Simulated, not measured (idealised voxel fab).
process module | voxel capacitor over wiring
The width of the displayed cross-section, cut, is 150 nm; its cells are square, with a size of 5 nm.
A cross-section is written here as square cells arranged in a grid, and it is given in bands from the top down, each band taking up one or more rows of cells.
Heights first: top, then bottom, in nm. Then materials, left to right, each with a width in nm. "full width" on a single material: fills the band edge to edge. "air": empty space.
Heights are reckoned from 0. Under this level, the received wafer is all of one material. The bottommost band is open-ended downward, for example "top 0, no bottom".
The expression "30..40" gives the width at the extremes of the band, the first number at its top row of cells and the second at its bottom row, with the width changing by equal amounts from each row to the next in between.
"stayed the same" for a step: no cell of the cross-section changed in that step.
Enclosed voids (no open way to top), threshold 8 cells or more, entry "Enclosed cavities", notation width x height at distance, distance from left edge, nm.
after a step's settings: what the simulator itself notes on the step
A step line may carry the setting "overlay nm", which, for steps involving a mask, states the distance by which the mask lay to the right of its intended position; negative values denote displacement to the left.
Each of the pairs that make up the rest of this document says: here is the cross-section before one process step, here is the cross-section after it, drawn only down to the lowest band that changed, and here, under the pair, is the step lying between them with its settings. Different pairs may come from different runs of this module on the same starting wafer, so a pair continues from the pair above it only where its entry headed "Snapshot before" says so.

Snapshot before:
- top 105, bottom 95 | Cu full width
- top 95, bottom 90 | TiN=40; Cu=5; TiN=105
- top 90, bottom 85 | SiO2=35; TiN=5; Cu=5; TiN=5; SiO2=100
- top 85, bottom 80 | SiO2=35; TiN=15; SiO2=100
- top 80, bottom 70 | SiO2=25; TiN=75; SiO2=50
- top 70, bottom 65 | SiO2=25; SiN=75; SiO2=50
- top 65, bottom 55 | SiO2=20; TiN=85; SiO2=45
- top 55, bottom 45 | SiO2=25; Ru=15; SiO2=110
- top 45, bottom 40 | SiCN=25; Ru=15; SiCN=110
- top 40, bottom 35 | SiCN=20; TiN=20; SiCN=70; TiN=20; SiCN=20
- top 35, bottom 15 | lowk full width
- top 15, bottom 0 | SiO2 full width
- top 0, no bottom | Si full width
- Enclosed cavities: none

Result of Step:
- top 90, bottom 85 | SiO2=35; TiN=5; Cu=5; TiN=5; SiO2=100
- Below 85 it's all the same as before, nothing changed down there.
- Enclosed cavities: none
Which step turns the before cross-section above into the after cross-section? CMP,height nm 90

Snapshot before: carried over from the after image of the pair right above.

Result of Step:
- top 95, bottom 90 | SiCN full width
- Below 90 it's all the same as before, nothing changed down there.
- Enclosed cavities: none
Which step turns the before cross-section above into the after cross-section? CONFORMAL_DEP,material SiCN,thk nm 5

Snapshot before:
- top 20, bottom 15 | SiCN full width
- top 15, bottom 0 | SiO2 full width
- top 0, no bottom | Si full width
- Enclosed cavities: none

Result of Step:
- top 30, bottom 20 | lowk full width
- Below 20 it's all the same as before, nothing changed down there.
- Enclosed cavities: none
Which step turns the before cross-section above into the after cross-section? DIRECTIONAL_DEP,material lowk,thk nm 10

Snapshot before: carried over from the after image of the pair right above.

Result of Step:
- top 45, bottom 30 | aC full width
- Below 30 it's all the same as before, nothing changed down there.
- Enclosed cavities: none
Which step turns the before cross-section above into the after cross-section? DIRECTIONAL_DEP,material aC,thk nm 15

Snapshot before: carried over from the after image of the pair right above.

Result of Step:
- top 80, bottom 45 | resist=20; air=20; resist=70; air=20; resist=20
- Below 45 it's all the same as before, nothing changed down there.
- Enclosed cavities: none
Which step turns the before cross-section above into the after cross-section? PATTERN,tone open,mask id METAL_1,material resist,width nm 20,pitch nm 90,thk nm 35,overlay nm 0

Snapshot before: carried over from the after image of the pair right above.

Result of Step:
- top 65, bottom 45 | resist=20; air=20; resist=70; air=20; resist=20
- top 45, bottom 30 | aC=20; air=20; aC=70; air=20; aC=20
- Below 30 it's all the same as before, nothing changed down there.
- Enclosed cavities: none
Which step turns the before cross-section above into the after cross-section? DIRECTIONAL_ETCH,etch materials aC,depth nm 15

Snapshot before: carried over from the after image of the pair right above.

Result of Step:
- top 45, bottom 30 | aC=20; air=20; aC=70; air=20; aC=20
- Below 30 it's all the same as before, nothing changed down there.
- Enclosed cavities: none
Which step turns the before cross-section above into the after cross-section? STRIP,etch materials resist

Snapshot before: carried over from the after image of the pair right above.

Result of Step:
- top 45, bottom 30 | aC=20; air=20; aC=70; air=20; aC=20
- top 30, bottom 20 | lowk=20; air=20; lowk=70; air=20; lowk=20
- Below 20 it's all the same as before, nothing changed down there.
- Enclosed cavities: none
Which step turns the before cross-section above into the after cross-section? DIRECTIONAL_ETCH,etch materials lowk,depth nm 20

Snapshot before: carried over from the after image of the pair right above.

Result of Step:
- top 45, bottom 30 | aC=20; air=20; aC=70; air=20; aC=20
- top 30, bottom 20 | lowk=20; air=20; lowk=70; air=20; lowk=20
- top 20, bottom 15 | SiCN=20; air=20; SiCN=70; air=20; SiCN=20
- Below 15 it's all the same as before, nothing changed down there.
- Enclosed cavities: none
Which step turns the before cross-section above into the after cross-section? DIRECTIONAL_ETCH,etch materials SiCN,depth nm 5

Snapshot before: carried over from the after image of the pair right above.

Result of Step:
- top 30, bottom 20 | lowk=20; air=20; lowk=70; air=20; lowk=20
- Below 20 it's all the same as before, nothing changed down there.
- Enclosed cavities: none
Which step turns the before cross-section above into the after cross-section? STRIP,etch materials aC

Snapshot before: carried over from the after image of the pair right above.

Result of Step:
- top 35, bottom 30 | TiN=25; air=10; TiN=80; air=10; TiN=25
- top 30, bottom 20 | lowk=20; TiN=5; air=10; TiN=5; lowk=70; TiN=5; air=10; TiN=5; lowk=20
- top 20, bottom 15 | SiCN=20; TiN=20; SiCN=70; TiN=20; SiCN=20
- Below 15 it's all the same as before, nothing changed down there.
- Enclosed cavities: none
Which step turns the before cross-section above into the after cross-section? CONFORMAL_DEP,material TiN,thk nm 5

Snapshot before: carried over from the after image of the pair right above.

Result of Step:
- top 45, bottom 35 | Cu full width
- top 35, bottom 30 | TiN=25; Cu=10; TiN=80; Cu=10; TiN=25
- top 30, bottom 20 | lowk=20; TiN=5; Cu=10; TiN=5; lowk=70; TiN=5; Cu=10; TiN=5; lowk=20
- Below 20 it's all the same as before, nothing changed down there.
- Enclosed cavities: none
Which step turns the before cross-section above into the after cross-section? FILL_DEP,material Cu,thk nm 10

Snapshot before: carried over from the after image of the pair right above.

Result of Step:
- top 40, bottom 35 | Cu full width
- Below 35 it's all the same as before, nothing changed down there.
- Enclosed cavities: none
Which step turns the before cross-section above into the after cross-section? CMP,height nm 40

Snapshot before: carried over from the after image of the pair right above.

Result of Step:
- top 45, bottom 40 | SiCN full width
- Below 40 it's all the same as before, nothing changed down there.
- Enclosed cavities: none
Which step turns the before cross-section above into the after cross-section? CONFORMAL_DEP,material SiCN,thk nm 5

Snapshot before: carried over from the after image of the pair right above.

Result of Step:
- top 55, bottom 45 | SiO2 full width
- Below 45 it's all the same as before, nothing changed down there.
- Enclosed cavities: none
Which step turns the before cross-section above into the after cross-section? DIRECTIONAL_DEP,material SiO2,thk nm 10

Snapshot before: carried over from the after image of the pair right above.

Result of Step:
- top 65, bottom 55 | aC full width
- Below 55 it's all the same as before, nothing changed down there.
- Enclosed cavities: none
Which step turns the before cross-section above into the after cross-section? DIRECTIONAL_DEP,material aC,thk nm 10

Snapshot before: carried over from the after image of the pair right above.

Result of Step:
- top 90, bottom 65 | resist=25; air=15; resist=110
- Below 65 it's all the same as before, nothing changed down there.
- Enclosed cavities: none
Which step turns the before cross-section above into the after cross-section? PATTERN,tone open,mask id PLUG_1,material resist,width nm 15,thk nm 25,overlay nm 0

Snapshot before: carried over from the after image of the pair right above.

Result of Step:
- top 80, bottom 65 | resist=25; air=15; resist=110
- top 65, bottom 55 | aC=25; air=15; aC=110
- Below 55 it's all the same as before, nothing changed down there.
- Enclosed cavities: none
Which step turns the before cross-section above into the after cross-section? DIRECTIONAL_ETCH,etch materials aC,depth nm 10

Snapshot before: carried over from the after image of the pair right above.

Result of Step:
- top 65, bottom 55 | aC=25; air=15; aC=110
- Below 55 it's all the same as before, nothing changed down there.
- Enclosed cavities: none
Which step turns the before cross-section above into the after cross-section? STRIP,etch materials resist

Snapshot before: carried over from the after image of the pair right above.

Result of Step:
- top 65, bottom 55 | aC=25; air=15; aC=110
- top 55, bottom 45 | SiO2=25; air=15; SiO2=110
- Below 45 it's all the same as before, nothing changed down there.
- Enclosed cavities: none
Which step turns the before cross-section above into the after cross-section? DIRECTIONAL_ETCH,etch materials SiO2,depth nm 10

Snapshot before: carried over from the after image of the pair right above.

Result of Step:
- top 65, bottom 55 | aC=25; air=15; aC=110
- top 55, bottom 45 | SiO2=25; air=15; SiO2=110
- top 45, bottom 40 | SiCN=25; air=15; SiCN=110
- Below 40 it's all the same as before, nothing changed down there.
- Enclosed cavities: none
Which step turns the before cross-section above into the after cross-section? DIRECTIONAL_ETCH,etch materials SiCN,depth nm 5

Snapshot before: carried over from the after image of the pair right above.

Result of Step:
- top 55, bottom 45 | SiO2=25; air=15; SiO2=110
- Below 45 it's all the same as before, nothing changed down there.
- Enclosed cavities: none
Which step turns the before cross-section above into the after cross-section? STRIP,etch materials aC

Snapshot before: carried over from the after image of the pair right above.

Result of Step:
- top 55, bottom 50 | SiO2=25; air=15; SiO2=110
- top 50, bottom 45 | SiO2=25; Ru=15; SiO2=110
- top 45, bottom 40 | SiCN=25; Ru=15; SiCN=110
- Below 40 it's all the same as before, nothing changed down there.
- Enclosed cavities: none
Which step turns the before cross-section above into the after cross-section? EPI,material Ru,thk nm 10

Snapshot before: carried over from the after image of the pair right above.

Result of Step:
- top 55, bottom 45 | SiO2=25; Ru=15; SiO2=110
- Below 45 it's all the same as before, nothing changed down there.
- Enclosed cavities: none
Which step turns the before cross-section above into the after cross-section? EPI,material Ru,thk nm 5

Snapshot before: carried over from the after image of the pair right above.

Result of Step:
- top 65, bottom 55 | TiN full width
- Below 55 it's all the same as before, nothing changed down there.
- Enclosed cavities: none
Which step turns the before cross-section above into the after cross-section? DIRECTIONAL_DEP,material TiN,thk nm 10

Snapshot before: carried over from the after image of the pair right above.

Result of Step:
- top 70, bottom 65 | SiN full width
- Below 65 it's all the same as before, nothing changed down there.
- Enclosed cavities: none
Which step turns the before cross-section above into the after cross-section? DIRECTIONAL_DEP,material SiN,thk nm 5

Snapshot before: carried over from the after image of the pair right above.

Result of Step:
- top 80, bottom 70 | TiN full width
- Below 70 it's all the same as before, nothing changed down there.
- Enclosed cavities: none
Which step turns the before cross-section above into the after cross-section? DIRECTIONAL_DEP,material TiN,thk nm 10

Snapshot before: carried over from the after image of the pair right above.

Result of Step:
- top 80, bottom 70 | air=25; TiN=75; air=50
- Below 70 it's all the same as before, nothing changed down there.
- Enclosed cavities: none
Which step turns the before cross-section above into the after cross-section? MASKED_ETCH,tone cover,mask id UPPER_PLATE,width nm 75,etch materials TiN,depth nm 10,overlay nm 0

Snapshot before: carried over from the after image of the pair right above.

Result of Step:
- top 80, bottom 70 | air=25; TiN=75; air=50
- top 70, bottom 65 | air=25; SiN=75; air=50
- Below 65 it's all the same as before, nothing changed down there.
- Enclosed cavities: none
Which step turns the before cross-section above into the after cross-section? MASKED_ETCH,tone cover,mask id UPPER_PLATE,width nm 75,etch materials SiN,depth nm 5,overlay nm 0

Snapshot before: carried over from the after image of the pair right above.

Result of Step:
- top 80, bottom 70 | air=25; TiN=75; air=50
- top 70, bottom 65 | air=25; SiN=75; air=50
- top 65, bottom 55 | air=20; TiN=85; air=45
- Below 55 it's all the same as before, nothing changed down there.
- Enclosed cavities: none
Which step turns the before cross-section above into the after cross-section? MASKED_ETCH,tone cover,mask id LOWER_PLATE,width nm 85,etch materials TiN,depth nm 10,overlay nm 0

Snapshot before: carried over from the after image of the pair right above.

Result of Step:
- top 95, bottom 80 | SiO2 full width
- top 80, bottom 70 | SiO2=25; TiN=75; SiO2=50
- top 70, bottom 65 | SiO2=25; SiN=75; SiO2=50
- top 65, bottom 55 | SiO2=20; TiN=85; SiO2=45
- Below 55 it's all the same as before, nothing changed down there.
- Enclosed cavities: none
Which step turns the before cross-section above into the after cross-section? FILL_DEP,material SiO2,thk nm 15

Snapshot before: carried over from the after image of the pair right above.

Result of Step:
- top 90, bottom 80 | SiO2 full width
- Below 80 it's all the same as before, nothing changed down there.
- Enclosed cavities: none
Which step turns the before cross-section above into the after cross-section? CMP,height nm 90

Snapshot before: carried over from the after image of the pair right above.

Result of Step:
- top 90, bottom 80 | SiO2=35; air=15; SiO2=100
- Below 80 it's all the same as before, nothing changed down there.
- Enclosed cavities: none
Which step turns the before cross-section above into the after cross-section? MASKED_ETCH,tone open,mask id PLUG_2,width nm 15,etch materials SiO2,depth nm 10,overlay nm 0

Snapshot before: carried over from the after image of the pair right above.

Result of Step:
- top 95, bottom 90 | TiN=40; air=5; TiN=105
- top 90, bottom 85 | SiO2=35; TiN=5; air=5; TiN=5; SiO2=100
- top 85, bottom 80 | SiO2=35; TiN=15; SiO2=100
- Below 80 it's all the same as before, nothing changed down there.
- Enclosed cavities: none
Which step turns the before cross-section above into the after cross-section? CONFORMAL_DEP,material TiN,thk nm 5

Snapshot before: carried over from the after image of the pair right above.

Result of Step:
- top 105, bottom 95 | Cu full width
- top 95, bottom 90 | TiN=40; Cu=5; TiN=105
- top 90, bottom 85 | SiO2=35; TiN=5; Cu=5; TiN=5; SiO2=100
- Below 85 it's all the same as before, nothing changed down there.
- Enclosed cavities: none
Which step turns the before cross-section above into the after cross-section? FILL_DEP,material Cu,thk nm 10

Snapshot before: carried over from the after image of the pair right above.

Result of Step:
- top 90, bottom 85 | SiO2=35; TiN=5; Cu=5; TiN=5; SiO2=100
- Below 85 it's all the same as before, nothing changed down there.
- Enclosed cavities: none
Which step turns the before cross-section above into the after cross-section? CMP,height nm 90

Snapshot before: carried over from the after image of the pair right above.

Result of Step:
- top 95, bottom 90 | SiCN full width
- Below 90 it's all the same as before, nothing changed down there.
- Enclosed cavities: none
Which step turns the before cross-section above into the after cross-section? CONFORMAL_DEP,material SiCN,thk nm 5

Snapshot before:
- top 55, bottom 40 | aC full width
- top 40, bottom 20 | lowk full width
- top 20, bottom 15 | SiCN full width
- top 15, bottom 0 | SiO2 full width
- top 0, no bottom | Si full width
- Enclosed cavities: none

Result of Step:
- top 90, bottom 55 | resist=15; air=30; resist=60; air=30; resist=15
- Below 55 it's all the same as before, nothing changed down there.
- Enclosed cavities: none
Which step turns the before cross-section above into the after cross-section? PATTERN,tone open,mask id METAL_1,material resist,width nm 30,pitch nm 90,thk nm 35,overlay nm 0

Snapshot before: carried over from the after image of the pair right above.

Result of Step:
- top 75, bottom 55 | resist=15; air=30; resist=60; air=30; resist=15
- top 55, bottom 40 | aC=15; air=30; aC=60; air=30; aC=15
- Below 40 it's all the same as before, nothing changed down there.
- Enclosed cavities: none
Which step turns the before cross-section above into the after cross-section? DIRECTIONAL_ETCH,etch materials aC,depth nm 15

Snapshot before: carried over from the after image of the pair right above.

Result of Step:
- top 55, bottom 40 | aC=15; air=30; aC=60; air=30; aC=15
- Below 40 it's all the same as before, nothing changed down there.
- Enclosed cavities: none
Which step turns the before cross-section above into the after cross-section? STRIP,etch materials resist

Snapshot before: carried over from the after image of the pair right above.

Result of Step:
- top 55, bottom 40 | aC=15; air=30; aC=60; air=30; aC=15
- top 40, bottom 20 | lowk=15; air=30; lowk=60; air=30; lowk=15
- Below 20 it's all the same as before, nothing changed down there.
- Enclosed cavities: none
Which step turns the before cross-section above into the after cross-section? DIRECTIONAL_ETCH,etch materials lowk,depth nm 20

Snapshot before: carried over from the after image of the pair right above.

Result of Step:
- top 55, bottom 40 | aC=15; air=30; aC=60; air=30; aC=15
- top 40, bottom 20 | lowk=15; air=30; lowk=60; air=30; lowk=15
- top 20, bottom 15 | SiCN=15; air=30; SiCN=60; air=30; SiCN=15
- Below 15 it's all the same as before, nothing changed down there.
- Enclosed cavities: none
Which step turns the before cross-section above into the after cross-section? DIRECTIONAL_ETCH,etch materials SiCN,depth nm 5

Snapshot before: carried over from the after image of the pair right above.

Result of Step:
- top 40, bottom 20 | lowk=15; air=30; lowk=60; air=30; lowk=15
- Below 20 it's all the same as before, nothing changed down there.
- Enclosed cavities: none
Which step turns the before cross-section above into the after cross-section? STRIP,etch materials aC

Snapshot before: carried over from the after image of the pair right above.

Result of Step:
- top 45, bottom 40 | TiN=20; air=20; TiN=70; air=20; TiN=20
- top 40, bottom 20 | lowk=15; TiN=5; air=20; TiN=5; lowk=60; TiN=5; air=20; TiN=5; lowk=15
- top 20, bottom 15 | SiCN=15; TiN=30; SiCN=60; TiN=30; SiCN=15
- Below 15 it's all the same as before, nothing changed down there.
- Enclosed cavities: none
Which step turns the before cross-section above into the after cross-section? CONFORMAL_DEP,material TiN,thk nm 5

Snapshot before: carried over from the after image of the pair right above.

Result of Step:
- top 55, bottom 45 | Cu full width
- top 45, bottom 40 | TiN=20; Cu=20; TiN=70; Cu=20; TiN=20
- top 40, bottom 20 | lowk=15; TiN=5; Cu=20; TiN=5; lowk=60; TiN=5; Cu=20; TiN=5; lowk=15
- Below 20 it's all the same as before, nothing changed down there.
- Enclosed cavities: none
Which step turns the before cross-section above into the after cross-section? FILL_DEP,material Cu,thk nm 10

Snapshot before: carried over from the after image of the pair right above.

Result of Step:
- top 40, bottom 20 | lowk=15; TiN=5; Cu=20; TiN=5; lowk=60; TiN=5; Cu=20; TiN=5; lowk=15
- Below 20 it's all the same as before, nothing changed down there.
- Enclosed cavities: none
Which step turns the before cross-section above into the after cross-section? CMP,height nm 40

Snapshot before: carried over from the after image of the pair right above.

Result of Step:
- top 45, bottom 40 | SiCN full width
- Below 40 it's all the same as before, nothing changed down there.
- Enclosed cavities: none
Which step turns the before cross-section above into the after cross-section? CONFORMAL_DEP,material SiCN,thk nm 5

Snapshot before: carried over from the after image of the pair right above.

Result of Step:
- top 55, bottom 45 | SiO2 full width
- Below 45 it's all the same as before, nothing changed down there.
- Enclosed cavities: none
Which step turns the before cross-section above into the after cross-section? DIRECTIONAL_DEP,material SiO2,thk nm 10

Snapshot before: carried over from the after image of the pair right above.

Result of Step:
- top 65, bottom 55 | aC full width
- Below 55 it's all the same as before, nothing changed down there.
- Enclosed cavities: none
Which step turns the before cross-section above into the after cross-section? DIRECTIONAL_DEP,material aC,thk nm 10

Snapshot before: carried over from the after image of the pair right above.

Result of Step:
- top 90, bottom 65 | resist=25; air=15; resist=110
- Below 65 it's all the same as before, nothing changed down there.
- Enclosed cavities: none
Which step turns the before cross-section above into the after cross-section? PATTERN,tone open,mask id PLUG_1,material resist,width nm 15,thk nm 25,overlay nm 0

Snapshot before: carried over from the after image of the pair right above.

Result of Step:
- top 80, bottom 65 | resist=25; air=15; resist=110
- top 65, bottom 55 | aC=25; air=15; aC=110
- Below 55 it's all the same as before, nothing changed down there.
- Enclosed cavities: none
Which step turns the before cross-section above into the after cross-section? DIRECTIONAL_ETCH,etch materials aC,depth nm 10

Snapshot before: carried over from the after image of the pair right above.

Result of Step:
- top 65, bottom 55 | aC=25; air=15; aC=110
- Below 55 it's all the same as before, nothing changed down there.
- Enclosed cavities: none
Which step turns the before cross-section above into the after cross-section? STRIP,etch materials resist

Snapshot before: carried over from the after image of the pair right above.

Result of Step:
- top 65, bottom 55 | aC=25; air=15; aC=110
- top 55, bottom 45 | SiO2=25; air=15; SiO2=110
- Below 45 it's all the same as before, nothing changed down there.
- Enclosed cavities: none
Which step turns the before cross-section above into the after cross-section? DIRECTIONAL_ETCH,etch materials SiO2,depth nm 10

Snapshot before: carried over from the after image of the pair right above.

Result of Step:
- top 65, bottom 55 | aC=25; air=15; aC=110
- top 55, bottom 45 | SiO2=25; air=15; SiO2=110
- top 45, bottom 40 | SiCN=25; air=15; SiCN=110
- Below 40 it's all the same as before, nothing changed down there.
- Enclosed cavities: none
Which step turns the before cross-section above into the after cross-section? DIRECTIONAL_ETCH,etch materials SiCN,depth nm 5

Snapshot before: carried over from the after image of the pair right above.

Result of Step:
- top 55, bottom 45 | SiO2=25; air=15; SiO2=110
- Below 45 it's all the same as before, nothing changed down there.
- Enclosed cavities: none
Which step turns the before cross-section above into the after cross-section? STRIP,etch materials aC

Snapshot before: carried over from the after image of the pair right above.

Result of Step:
- top 55, bottom 50 | SiO2=25; air=15; SiO2=110
- top 50, bottom 45 | SiO2=25; Ru=15; SiO2=110
- top 45, bottom 40 | SiCN=25; Ru=15; SiCN=110
- Below 40 it's all the same as before, nothing changed down there.
- Enclosed cavities: none
Which step turns the before cross-section above into the after cross-section? EPI,material Ru,thk nm 10

Snapshot before: carried over from the after image of the pair right above.

Result of Step:
- top 55, bottom 45 | SiO2=25; Ru=15; SiO2=110
- Below 45 it's all the same as before, nothing changed down there.
- Enclosed cavities: none
Which step turns the before cross-section above into the after cross-section? EPI,material Ru,thk nm 5

Snapshot before: carried over from the after image of the pair right above.

Result of Step:
- top 65, bottom 55 | TiN full width
- Below 55 it's all the same as before, nothing changed down there.
- Enclosed cavities: none
Which step turns the before cross-section above into the after cross-section? DIRECTIONAL_DEP,material TiN,thk nm 10

Snapshot before: carried over from the after image of the pair right above.

Result of Step:
- top 70, bottom 65 | SiN full width
- Below 65 it's all the same as before, nothing changed down there.
- Enclosed cavities: none
Which step turns the before cross-section above into the after cross-section? DIRECTIONAL_DEP,material SiN,thk nm 5

Snapshot before: carried over from the after image of the pair right above.

Result of Step:
- top 80, bottom 70 | TiN full width
- Below 70 it's all the same as before, nothing changed down there.
- Enclosed cavities: none
Which step turns the before cross-section above into the after cross-section? DIRECTIONAL_DEP,material TiN,thk nm 10

Snapshot before: carried over from the after image of the pair right above.

Result of Step:
- top 80, bottom 70 | air=25; TiN=75; air=50
- Below 70 it's all the same as before, nothing changed down there.
- Enclosed cavities: none
Which step turns the before cross-section above into the after cross-section? MASKED_ETCH,tone cover,mask id UPPER_PLATE,width nm 75,etch materials TiN,depth nm 10,overlay nm 0

Snapshot before: carried over from the after image of the pair right above.

Result of Step:
- top 80, bottom 70 | air=25; TiN=75; air=50
- top 70, bottom 65 | air=25; SiN=75; air=50
- Below 65 it's all the same as before, nothing changed down there.
- Enclosed cavities: none
Which step turns the before cross-section above into the after cross-section? MASKED_ETCH,tone cover,mask id UPPER_PLATE,width nm 75,etch materials SiN,depth nm 5,overlay nm 0

Snapshot before: carried over from the after image of the pair right above.

Result of Step:
- top 80, bottom 70 | air=25; TiN=75; air=50
- top 70, bottom 65 | air=25; SiN=75; air=50
- top 65, bottom 55 | air=20; TiN=85; air=45
- Below 55 it's all the same as before, nothing changed down there.
- Enclosed cavities: none
Which step turns the before cross-section above into the after cross-section? MASKED_ETCH,tone cover,mask id LOWER_PLATE,width nm 85,etch materials TiN,depth nm 10,overlay nm 0

Snapshot before: carried over from the after image of the pair right above.

Result of Step:
- top 95, bottom 80 | SiO2 full width
- top 80, bottom 70 | SiO2=25; TiN=75; SiO2=50
- top 70, bottom 65 | SiO2=25; SiN=75; SiO2=50
- top 65, bottom 55 | SiO2=20; TiN=85; SiO2=45
- Below 55 it's all the same as before, nothing changed down there.
- Enclosed cavities: none
Which step turns the before cross-section above into the after cross-section? FILL_DEP,material SiO2,thk nm 15

Snapshot before: carried over from the after image of the pair right above.

Result of Step:
- top 90, bottom 80 | SiO2 full width
- Below 80 it's all the same as before, nothing changed down there.
- Enclosed cavities: none
Which step turns the before cross-section above into the after cross-section? CMP,height nm 90

Snapshot before: carried over from the after image of the pair right above.

Result of Step:
- top 90, bottom 80 | SiO2=35; air=15; SiO2=100
- Below 80 it's all the same as before, nothing changed down there.
- Enclosed cavities: none
Which step turns the before cross-section above into the after cross-section? MASKED_ETCH,tone open,mask id PLUG_2,width nm 15,etch materials SiO2,depth nm 10,overlay nm 0

Snapshot before: carried over from the after image of the pair right above.

Result of Step:
- top 95, bottom 90 | TiN=40; air=5; TiN=105
- top 90, bottom 85 | SiO2=35; TiN=5; air=5; TiN=5; SiO2=100
- top 85, bottom 80 | SiO2=35; TiN=15; SiO2=100
- Below 80 it's all the same as before, nothing changed down there.
- Enclosed cavities: none
Which step turns the before cross-section above into the after cross-section? CONFORMAL_DEP,material TiN,thk nm 5

Snapshot before: carried over from the after image of the pair right above.

Result of Step:
- top 105, bottom 95 | Cu full width
- top 95, bottom 90 | TiN=40; Cu=5; TiN=105
- top 90, bottom 85 | SiO2=35; TiN=5; Cu=5; TiN=5; SiO2=100
- Below 85 it's all the same as before, nothing changed down there.
- Enclosed cavities: none
Which step turns the before cross-section above into the after cross-section? FILL_DEP,material Cu,thk nm 10

Snapshot before: carried over from the after image of the pair right above.

Result of Step:
- top 90, bottom 85 | SiO2=35; TiN=5; Cu=5; TiN=5; SiO2=100
- Below 85 it's all the same as before, nothing changed down there.
- Enclosed cavities: none
Which step turns the before cross-section above into the after cross-section? CMP,height nm 90

Snapshot before: carried over from the after image of the pair right above.

Result of Step:
- top 95, bottom 90 | SiCN full width
- Below 90 it's all the same as before, nothing changed down there.
- Enclosed cavities: none
Which step turns the before cross-section above into the after cross-section? CONFORMAL_DEP,material SiCN,thk nm 5

Snapshot before:
- top 65, bottom 55 | aC full width
- top 55, bottom 45 | SiO2 full width
- top 45, bottom 40 | SiCN full width
- top 40, bottom 20 | lowk=20; TiN=5; Cu=10; TiN=5; lowk=70; TiN=5; Cu=10; TiN=5; lowk=20
- top 20, bottom 15 | SiCN=20; TiN=20; SiCN=70; TiN=20; SiCN=20
- top 15, bottom 0 | SiO2 full width
- top 0, no bottom | Si full width
- Enclosed cavities: none

Result of Step:
- top 90, bottom 65 | resist=35; air=15; resist=100
- Below 65 it's all the same as before, nothing changed down there.
- Enclosed cavities: none
Which step turns the before cross-section above into the after cross-section? PATTERN,tone open,mask id PLUG_1,material resist,width nm 15,thk nm 25,overlay nm 10

Snapshot before: carried over from the after image of the pair right above.

Result of Step:
- top 80, bottom 65 | resist=35; air=15; resist=100
- top 65, bottom 55 | aC=35; air=15; aC=100
- Below 55 it's all the same as before, nothing changed down there.
- Enclosed cavities: none
Which step turns the before cross-section above into the after cross-section? DIRECTIONAL_ETCH,etch materials aC,depth nm 10

Snapshot before: carried over from the after image of the pair right above.

Result of Step:
- top 65, bottom 55 | aC=35; air=15; aC=100
- Below 55 it's all the same as before, nothing changed down there.
- Enclosed cavities: none
Which step turns the before cross-section above into the after cross-section? STRIP,etch materials resist

Snapshot before: carried over from the after image of the pair right above.

Result of Step:
- top 65, bottom 55 | aC=35; air=15; aC=100
- top 55, bottom 45 | SiO2=35; air=15; SiO2=100
- Below 45 it's all the same as before, nothing changed down there.
- Enclosed cavities: none
Which step turns the before cross-section above into the after cross-section? DIRECTIONAL_ETCH,etch materials SiO2,depth nm 10

Snapshot before: carried over from the after image of the pair right above.

Result of Step:
- top 65, bottom 55 | aC=35; air=15; aC=100
- top 55, bottom 45 | SiO2=35; air=15; SiO2=100
- top 45, bottom 40 | SiCN=35; air=15; SiCN=100
- Below 40 it's all the same as before, nothing changed down there.
- Enclosed cavities: none
Which step turns the before cross-section above into the after cross-section? DIRECTIONAL_ETCH,etch materials SiCN,depth nm 5

Snapshot before: carried over from the after image of the pair right above.

Result of Step:
- top 55, bottom 45 | SiO2=35; air=15; SiO2=100
- Below 45 it's all the same as before, nothing changed down there.
- Enclosed cavities: none
Which step turns the before cross-section above into the after cross-section? STRIP,etch materials aC

Snapshot before: carried over from the after image of the pair right above.

Result of Step:
- top 55, bottom 50 | SiO2=35; air=15; SiO2=100
- top 50, bottom 45 | SiO2=35; Ru=15; SiO2=100
- top 45, bottom 40 | SiCN=35; Ru=15; SiCN=100
- Below 40 it's all the same as before, nothing changed down there.
- Enclosed cavities: none
Which step turns the before cross-section above into the after cross-section? EPI,material Ru,thk nm 10

Snapshot before: carried over from the after image of the pair right above.

Result of Step:
- top 55, bottom 45 | SiO2=35; Ru=15; SiO2=100
- Below 45 it's all the same as before, nothing changed down there.
- Enclosed cavities: none
Which step turns the before cross-section above into the after cross-section? EPI,material Ru,thk nm 5

Snapshot before: carried over from the after image of the pair right above.

Result of Step:
- top 65, bottom 55 | TiN full width
- Below 55 it's all the same as before, nothing changed down there.
- Enclosed cavities: none
Which step turns the before cross-section above into the after cross-section? DIRECTIONAL_DEP,material TiN,thk nm 10

Snapshot before: carried over from the after image of the pair right above.

Result of Step:
- top 70, bottom 65 | SiN full width
- Below 65 it's all the same as before, nothing changed down there.
- Enclosed cavities: none
Which step turns the before cross-section above into the after cross-section? DIRECTIONAL_DEP,material SiN,thk nm 5

Snapshot before: carried over from the after image of the pair right above.

Result of Step:
- top 80, bottom 70 | TiN full width
- Below 70 it's all the same as before, nothing changed down there.
- Enclosed cavities: none
Which step turns the before cross-section above into the after cross-section? DIRECTIONAL_DEP,material TiN,thk nm 10

Snapshot before: carried over from the after image of the pair right above.

Result of Step:
- top 80, bottom 70 | air=25; TiN=75; air=50
- Below 70 it's all the same as before, nothing changed down there.
- Enclosed cavities: none
Which step turns the before cross-section above into the after cross-section? MASKED_ETCH,tone cover,mask id UPPER_PLATE,width nm 75,etch materials TiN,depth nm 10,overlay nm 0

Snapshot before: carried over from the after image of the pair right above.

Result of Step:
- top 80, bottom 70 | air=25; TiN=75; air=50
- top 70, bottom 65 | air=25; SiN=75; air=50
- Below 65 it's all the same as before, nothing changed down there.
- Enclosed cavities: none
Which step turns the before cross-section above into the after cross-section? MASKED_ETCH,tone cover,mask id UPPER_PLATE,width nm 75,etch materials SiN,depth nm 5,overlay nm 0

Snapshot before: carried over from the after image of the pair right above.

Result of Step:
- top 80, bottom 70 | air=25; TiN=75; air=50
- top 70, bottom 65 | air=25; SiN=75; air=50
- top 65, bottom 55 | air=20; TiN=85; air=45
- Below 55 it's all the same as before, nothing changed down there.
- Enclosed cavities: none
Which step turns the before cross-section above into the after cross-section? MASKED_ETCH,tone cover,mask id LOWER_PLATE,width nm 85,etch materials TiN,depth nm 10,overlay nm 0

Snapshot before: carried over from the after image of the pair right above.

Result of Step:
- top 95, bottom 80 | SiO2 full width
- top 80, bottom 70 | SiO2=25; TiN=75; SiO2=50
- top 70, bottom 65 | SiO2=25; SiN=75; SiO2=50
- top 65, bottom 55 | SiO2=20; TiN=85; SiO2=45
- Below 55 it's all the same as before, nothing changed down there.
- Enclosed cavities: none
Which step turns the before cross-section above into the after cross-section? FILL_DEP,material SiO2,thk nm 15
